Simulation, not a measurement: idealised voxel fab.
process module | voxel wiring stack
195 nm wide, 5 nm square cells: that's cross-section cut.
In this document a cross-section is written as a grid of square cells. It is given as a series of bands, listed from the top down, and a band is one or more rows of cells. Each band's line starts with the height of the band's top and of its bottom, in nm. Then come its materials from left to right, each with its width in nm. One material with "all across" fills the band from edge to edge. "air" is empty space. The reference from which all heights are counted is 0, the level beneath which the as-received wafer is entirely one material; the lowest band, having no lower bound, proceeds downward and is written after the example "0 down". Think of "30..40" as a width that walks from the first number to the second as you go down the band, top row to bottom row, taking equal-sized steps from row to row. Step marked "no modification"? Then no cell in the cross-section changed in it. "Completely enclosed voids": empty spaces of 8 cells or more with no open way to the top, each given as width x height at distance, distance from the left edge, all in nm. after a step's settings: what the simulator itself notes on the step. If you see "overlay nm" on a step's line and that step has a mask, it's telling you how far right of where it was planned the mask ended up; a negative number means it went left instead.
### The following list gives the planned process steps
1) RECEIVE with material Si
2) CONFORMAL_DEP with material SiO2, thk nm 15
3) DIRECTIONAL_DEP with material TiN, thk nm 5
4) DIRECTIONAL_DEP with material Ru, thk nm 20
5) PATTERN with tone cover, mask id METAL_1, material resist, width nm 20, pitch nm 45, thk nm 20, overlay nm 0
6) DIRECTIONAL_ETCH with etch materials Ru, depth nm 20
7) DIRECTIONAL_ETCH with etch materials TiN, depth nm 5
8) STRIP with etch materials resist
9) FILL_DEP with material lowk, thk nm 10
10) CMP with height nm 40
11) CONFORMAL_DEP with material SiCN, thk nm 5
12) DIRECTIONAL_DEP with material lowk, thk nm 15
13) DIRECTIONAL_DEP with material aC, thk nm 15
14) PATTERN with tone open, mask id PLUG_1, material resist, width nm 15, pitch nm 45, thk nm 35, overlay nm 0
15) DIRECTIONAL_ETCH with etch materials aC, depth nm 15
16) STRIP with etch materials resist
17) DIRECTIONAL_ETCH with etch materials lowk, depth nm 15
18) DIRECTIONAL_ETCH with etch materials SiCN, depth nm 5
19) STRIP with etch materials aC
20) EPI with material Ru, thk nm 10
21) EPI with material Ru, thk nm 10
22) CONFORMAL_DEP with material SiN, thk nm 5
23) DIRECTIONAL_DEP with material SiO2, thk nm 15
24) DIRECTIONAL_DEP with material aC, thk nm 10
25) PATTERN with tone open, mask id METAL_2, material resist, width nm 20, pitch nm 45, thk nm 30, overlay nm 0
26) DIRECTIONAL_ETCH with etch materials aC, depth nm 10
27) STRIP with etch materials resist
28) DIRECTIONAL_ETCH with etch materials SiO2, depth nm 15
29) DIRECTIONAL_ETCH with etch materials SiN, depth nm 5
30) STRIP with etch materials aC
31) CONFORMAL_DEP with material TiN, thk nm 5
32) FILL_DEP with material Cu, thk nm 10
33) CMP with height nm 80
34) CONFORMAL_DEP with material SiCN, thk nm 5
35) DIRECTIONAL_DEP with material lowk, thk nm 30
36) DIRECTIONAL_DEP with material aC, thk nm 15
37) PATTERN with tone open, mask id METAL_3, material resist, width nm 20, pitch nm 45, thk nm 35, overlay nm 0
38) DIRECTIONAL_ETCH with etch materials aC, depth nm 15
39) STRIP with etch materials resist
40) DIRECTIONAL_ETCH with etch materials lowk, depth nm 15
41) STRIP with etch materials aC
42) MASKED_ETCH with tone open, mask id METAL_3_HOLES, width nm 15, pitch nm 45, etch materials lowk, depth nm 15, overlay nm 0
43) MASKED_ETCH with tone open, mask id METAL_3_HOLES, width nm 15, pitch nm 45, etch materials SiCN, depth nm 5, overlay nm 0
44) CONFORMAL_DEP with material TiN, thk nm 5
45) FILL_DEP with material Cu, thk nm 5
46) CMP with height nm 115
47) CONFORMAL_DEP with material SiCN, thk nm 5
48) DIRECTIONAL_DEP with material lowk, thk nm 10
49) MASKED_ETCH with tone open, mask id PLUG_3, width nm 15, pitch nm 45, etch materials lowk, depth nm 10, overlay nm 0
50) MASKED_ETCH with tone open, mask id PLUG_3, width nm 15, pitch nm 45, etch materials SiCN, depth nm 5, overlay nm 0
51) CONFORMAL_DEP with material TiN, thk nm 5
52) FILL_DEP with material Cu, thk nm 5
53) CMP with height nm 130
54) CONFORMAL_DEP with material SiCN, thk nm 5
55) DIRECTIONAL_DEP with material SiO2, thk nm 25
56) DIRECTIONAL_DEP with material aC, thk nm 10
57) PATTERN with tone open, mask id METAL_4, material resist, width nm 20, pitch nm 45, thk nm 25, overlay nm 0
58) DIRECTIONAL_ETCH with etch materials aC, depth nm 10
59) STRIP with etch materials resist
60) DIRECTIONAL_ETCH with etch materials SiO2, depth nm 25
61) DIRECTIONAL_ETCH with etch materials SiCN, depth nm 5
62) STRIP with etch materials aC
63) CONFORMAL_DEP with material TiN, thk nm 5
64) FILL_DEP with material Cu, thk nm 5
65) CMP with height nm 160
66) CONFORMAL_DEP with material SiCN, thk nm 5
### As-received state of the wafer in cross-section, equivalent to post-step 1
0 down  Si all across
Completely enclosed voids: none
### As-planned run: cross-section of the first of two wafers at end of module
165 to 160  SiCN all across
160 to 135  40 of SiO2, then 5 of TiN, then 10 of Cu, then 5 of TiN, then 25 of SiO2, then 5 of TiN, then 10 of Cu, then 5 of TiN, then 25 of SiO2, then 5 of TiN, then 10 of Cu, then 5 of TiN, then 45 of SiO2
135 to 130  40 of SiCN, then 20 of TiN, then 25 of SiCN, then 20 of TiN, then 25 of SiCN, then 20 of TiN, then 45 of SiCN
130 to 120  40 of lowk, then 5 of TiN, then 5 of Cu, then 5 of TiN, then 30 of lowk, then 5 of TiN, then 5 of Cu, then 5 of TiN, then 30 of lowk, then 5 of TiN, then 5 of Cu, then 5 of TiN, then 50 of lowk
120 to 115  40 of SiCN, then 15 of TiN, then 30 of SiCN, then 15 of TiN, then 30 of SiCN, then 15 of TiN, then 50 of SiCN
115 to 105  40 of lowk, then 5 of TiN, then 10 of Cu, then 5 of TiN, then 25 of lowk, then 5 of TiN, then 10 of Cu, then 5 of TiN, then 25 of lowk, then 5 of TiN, then 10 of Cu, then 5 of TiN, then 45 of lowk
105 to 100  40 of lowk, then 5 of TiN, then 5 of Cu, then 10 of TiN, then 25 of lowk, then 5 of TiN, then 5 of Cu, then 10 of TiN, then 25 of lowk, then 5 of TiN, then 5 of Cu, then 10 of TiN, then 45 of lowk
100 to 85  40 of lowk, then 5 of TiN, then 5 of Cu, then 5 of TiN, then 30 of lowk, then 5 of TiN, then 5 of Cu, then 5 of TiN, then 30 of lowk, then 5 of TiN, then 5 of Cu, then 5 of TiN, then 50 of lowk
85 to 80  40 of SiCN, then 15 of TiN, then 30 of SiCN, then 15 of TiN, then 30 of SiCN, then 15 of TiN, then 50 of SiCN
80 to 65  40 of SiO2, then 5 of TiN, then 10 of Cu, then 5 of TiN, then 25 of SiO2, then 5 of TiN, then 10 of Cu, then 5 of TiN, then 25 of SiO2, then 5 of TiN, then 10 of Cu, then 5 of TiN, then 45 of SiO2
65 to 60  40 of SiN, then 20 of TiN, then 25 of SiN, then 20 of TiN, then 25 of SiN, then 20 of TiN, then 45 of SiN
60 to 45  40 of lowk, then 15 of Ru, then 30 of lowk, then 15 of Ru, then 30 of lowk, then 15 of Ru, then 50 of lowk
45 to 40  40 of SiCN, then 15 of Ru, then 30 of SiCN, then 15 of Ru, then 30 of SiCN, then 15 of Ru, then 50 of SiCN
40 to 20  40 of lowk, then 20 of Ru, then 25 of lowk, then 20 of Ru, then 25 of lowk, then 20 of Ru, then 45 of lowk
20 to 15  40 of lowk, then 20 of TiN, then 25 of lowk, then 20 of TiN, then 25 of lowk, then 20 of TiN, then 45 of lowk
15 to 0  SiO2 all across
0 down  Si all across
Completely enclosed voids: none
### Wafer two, sectioned after the module: the first wafer's start, the first wafer's plan, and one mistake in how it was run
165 to 160  SiCN all across
160 to 135  40 of SiO2, then 5 of TiN, then 10 of Cu, then 5 of TiN, then 25 of SiO2, then 5 of TiN, then 10 of Cu, then 5 of TiN, then 25 of SiO2, then 5 of TiN, then 10 of Cu, then 5 of TiN, then 45 of SiO2
135 to 130  40 of SiCN, then 20 of TiN, then 25 of SiCN, then 20 of TiN, then 25 of SiCN, then 20 of TiN, then 45 of SiCN
130 to 120  40 of lowk, then 5 of TiN, then 5 of Cu, then 5 of TiN, then 30 of lowk, then 5 of TiN, then 5 of Cu, then 5 of TiN, then 30 of lowk, then 5 of TiN, then 5 of Cu, then 5 of TiN, then 50 of lowk
120 to 115  40 of SiCN, then 15 of TiN, then 30 of SiCN, then 15 of TiN, then 30 of SiCN, then 15 of TiN, then 50 of SiCN
115 to 105  40 of lowk, then 5 of TiN, then 20 of Cu, then 5 of TiN, then 15 of lowk, then 5 of TiN, then 20 of Cu, then 5 of TiN, then 15 of lowk, then 5 of TiN, then 20 of Cu, then 5 of TiN, then 35 of lowk
105 to 100  40 of lowk, then 30 of TiN, then 15 of lowk, then 30 of TiN, then 15 of lowk, then 30 of TiN, then 35 of lowk
100 to 85  50 of lowk, then 5 of TiN, then 40 of lowk, then 5 of TiN, then 40 of lowk, then 5 of TiN, then 50 of lowk
85 to 80  50 of SiCN, then 5 of TiN, then 40 of SiCN, then 5 of TiN, then 40 of SiCN, then 5 of TiN, then 50 of SiCN
80 to 65  40 of SiO2, then 5 of TiN, then 10 of Cu, then 5 of TiN, then 25 of SiO2, then 5 of TiN, then 10 of Cu, then 5 of TiN, then 25 of SiO2, then 5 of TiN, then 10 of Cu, then 5 of TiN, then 45 of SiO2
65 to 60  40 of SiN, then 20 of TiN, then 25 of SiN, then 20 of TiN, then 25 of SiN, then 20 of TiN, then 45 of SiN
60 to 45  40 of lowk, then 15 of Ru, then 30 of lowk, then 15 of Ru, then 30 of lowk, then 15 of Ru, then 50 of lowk
45 to 40  40 of SiCN, then 15 of Ru, then 30 of SiCN, then 15 of Ru, then 30 of SiCN, then 15 of Ru, then 50 of SiCN
40 to 20  40 of lowk, then 20 of Ru, then 25 of lowk, then 20 of Ru, then 25 of lowk, then 20 of Ru, then 45 of lowk
20 to 15  40 of lowk, then 20 of TiN, then 25 of lowk, then 20 of TiN, then 25 of lowk, then 20 of TiN, then 45 of lowk
15 to 0  SiO2 all across
0 down  Si all across
Completely enclosed voids: none
What broke from the plan during processing? note that step 37 departed from the planned setting and was carried out as PATTERN with tone open, mask id METAL_3, material resist, width nm 20, pitch nm 45, thk nm 35, overlay nm 10
Materials where the second wafer ends with more or fewer cells than the first: +6 SiCN; -6 TiN
